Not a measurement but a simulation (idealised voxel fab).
process module | voxel ribs on slabs
cross-section cut | 240 nm wide | cells 5 nm
A cross-section is a grid of square cells, given in bands from the top down. A band is one or more rows of cells.
Each band's line starts with the height of the band's top and of its bottom, in nm. Then come its materials from left to right, each with its width in nm. One material with "throughout" fills the band from edge to edge. "air" is empty space.
Height 0 is the level under which the wafer as received is all one material. The lowest band goes on downwards, as in "0 down".
A width such as "30 to 40" changes by the same amount from each row of cells to the next, from the band's top row to its bottom row.
"no change" after a step means that no cell of the cross-section changed.
closed voids: empty space of 8 cells or more with no open way to the top, each as width x height at its distance from the left edge, in nm
after a step's settings: what the simulator itself notes on the step
overlay nm, on a step with a mask: how far to the right of its planned place the mask lay; to the left if negative
plan
1 op RECEIVE | material Si
2 op DIRECTIONAL_DEP | material SiO2 | thk nm 20
3 op DIRECTIONAL_DEP | material SiN | thk nm 20
4 op MASKED_ETCH | tone cover | mask id RIB | width nm 20 | etch materials SiN | depth nm 5 | overlay nm 0
5 op DIRECTIONAL_DEP | material aC | thk nm 10
6 op PATTERN | tone cover | mask id SLAB | material resist | width nm 60 | thk nm 25 | overlay nm 0
7 op DIRECTIONAL_ETCH | etch materials aC | depth nm 10
8 op STRIP | etch materials resist
9 op DIRECTIONAL_ETCH | etch materials SiN | depth nm 15
10 op STRIP | etch materials aC
11 op FILL_DEP | material SiO2 | thk nm 25
12 op CMP | height nm 55
13 op DIRECTIONAL_DEP | material W | thk nm 5
14 op DIRECTIONAL_DEP | material aC | thk nm 15
15 op PATTERN | tone cover | mask id HEATER | material resist | width nm 30 | thk nm 30 | overlay nm -15
16 op DIRECTIONAL_ETCH | etch materials aC | depth nm 15
17 op STRIP | etch materials resist
18 op DIRECTIONAL_ETCH | etch materials W | depth nm 5
19 op STRIP | etch materials aC
20 op CONFORMAL_DEP | material SiO2 | thk nm 5
varied across the wafers: overlay nm of step 15. The plan shows the first wafer's value. All wafers start alike
first wafer as received, after step 1
  0 down: Si throughout
  closed voids: none
first wafer at the end, after step 20
  65 to 60: air 85 | SiO2 40 | air 115
  60 to 55: SiO2 90 | W 30 | SiO2 120
  55 to 40: SiO2 throughout
  40 to 35: SiO2 110 | SiN 20 | SiO2 110
  35 to 20: SiO2 90 | SiN 60 | SiO2 90
  20 to 0: SiO2 throughout
  0 down: Si throughout
  closed voids: none
last wafer at the end
  65 to 60: air 115 | SiO2 40 | air 85
  60 to 55: SiO2 120 | W 30 | SiO2 90
  55 to 40: SiO2 throughout
  40 to 35: SiO2 110 | SiN 20 | SiO2 110
  35 to 20: SiO2 90 | SiN 60 | SiO2 90
  20 to 0: SiO2 throughout
  0 down: Si throughout
  closed voids: none
each wafer at the end: cells of each material gained (+) or lost (-) since it was received, then its closed voids
overlay nm -15 | +40 SiN | +538 SiO2 | +6 W | closed voids: none
overlay nm -10 | +40 SiN | +538 SiO2 | +6 W | closed voids: none
overlay nm -5 | +40 SiN | +538 SiO2 | +6 W | closed voids: none
overlay nm 0 | +40 SiN | +538 SiO2 | +6 W | closed voids: none
overlay nm 5 | +40 SiN | +538 SiO2 | +6 W | closed voids: none
overlay nm 10 | +40 SiN | +538 SiO2 | +6 W | closed voids: none
overlay nm 15 | +40 SiN | +538 SiO2 | +6 W | closed voids: none
